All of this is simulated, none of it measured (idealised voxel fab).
process module | voxel plated lines
cross-section cut | 155 nm wide | cells 5 nm
A cross-section is a grid of square cells, given in bands from the top down. A band is one or more rows of cells.
Each band's line starts with the height of the band's top and of its bottom, in nm. Then come its materials from left to right, each with its width in nm. One material with "throughout" fills the band from edge to edge. "air" is empty space.
Height 0 is the level under which the wafer as received is all one material. The lowest band goes on downwards, as in "0 down".
A width such as "30 to 40" changes by the same amount from each row of cells to the next, from the band's top row to its bottom row.
"no change" after a step means that no cell of the cross-section changed.
closed voids: empty space of 8 cells or more with no open way to the top, each as width x height at its distance from the left edge, in nm
after a step's settings: what the simulator itself notes on the step
overlay nm, on a step with a mask: how far to the right of its planned place the mask lay; to the left if negative
plan
1 op RECEIVE | material Si
2 op CONFORMAL_DEP | material SiN | thk nm 15
3 op DIRECTIONAL_DEP | material TiN | thk nm 5
4 op PATTERN | tone open | mask id LINES | material resist | width nm 25 | pitch nm 40 | thk nm 25 | overlay nm 0
5 op EPI | material Ru | thk nm 10
6 op EPI | material Ru | thk nm 5
7 op STRIP | etch materials resist
8 op DIRECTIONAL_ETCH | etch materials TiN | depth nm 5
9 op CONFORMAL_DEP | material SiO2 | thk nm 10
first wafer, as planned
as received, after step 1
  0 down: Si throughout
  closed voids: none
after step 2
  15 to 0: SiN throughout
  below 0: unchanged
after step 3
  20 to 15: TiN throughout
  below 15: unchanged
after step 4
  45 to 20: resist 45 | air 25 | resist 15 | air 25 | resist 45
  below 20: unchanged
after step 5
  45 to 30: resist 45 | air 25 | resist 15 | air 25 | resist 45
  30 to 20: resist 45 | Ru 25 | resist 15 | Ru 25 | resist 45
  below 20: unchanged
after step 6
  45 to 35: resist 45 | air 25 | resist 15 | air 25 | resist 45
  35 to 20: resist 45 | Ru 25 | resist 15 | Ru 25 | resist 45
  below 20: unchanged
after step 7
  35 to 20: air 45 | Ru 25 | air 15 | Ru 25 | air 45
  below 20: unchanged
after step 8
  35 to 20: air 45 | Ru 25 | air 15 | Ru 25 | air 45
  20 to 15: air 45 | TiN 25 | air 15 | TiN 25 | air 45
  below 15: unchanged
after step 9
  45 to 35: air 35 | SiO2 85 | air 35
  35 to 25: air 35 | SiO2 10 | Ru 25 | SiO2 15 | Ru 25 | SiO2 10 | air 35
  25 to 20: SiO2 45 | Ru 25 | SiO2 15 | Ru 25 | SiO2 45
  20 to 15: SiO2 45 | TiN 25 | SiO2 15 | TiN 25 | SiO2 45
  below 15: unchanged
second wafer: like start, like plan, one mistake. Through step 3 it matches the first wafer
when step 4 should have ended
  45 to 20: resist 50 | air 20 | resist 20 | air 20 | resist 45
  below 20: unchanged
when step 5 should have ended
  45 to 30: resist 50 | air 20 | resist 20 | air 20 | resist 45
  30 to 20: resist 50 | Ru 20 | resist 20 | Ru 20 | resist 45
  below 20: unchanged
when step 6 should have ended
  45 to 35: resist 50 | air 20 | resist 20 | air 20 | resist 45
  35 to 20: resist 50 | Ru 20 | resist 20 | Ru 20 | resist 45
  below 20: unchanged
when step 7 should have ended
  35 to 20: air 50 | Ru 20 | air 20 | Ru 20 | air 45
  below 20: unchanged
when step 8 should have ended
  35 to 20: air 50 | Ru 20 | air 20 | Ru 20 | air 45
  20 to 15: air 50 | TiN 20 | air 20 | TiN 20 | air 45
  below 15: unchanged
when step 9 should have ended
  45 to 35: air 40 | SiO2 80 | air 35
  35 to 25: air 40 | SiO2 10 | Ru 20 | SiO2 20 | Ru 20 | SiO2 10 | air 35
  25 to 20: SiO2 50 | Ru 20 | SiO2 20 | Ru 20 | SiO2 45
  20 to 15: SiO2 50 | TiN 20 | SiO2 20 | TiN 20 | SiO2 45
  below 15: unchanged
what went wrong: step 4 ran as: op PATTERN | tone open | mask id LINES | material resist | width nm 20 | pitch nm 40 | thk nm 25 | overlay nm 0
at the end the second wafer has, in cells: 6 fewer of Ru | 4 more of SiO2 | 2 fewer of TiN
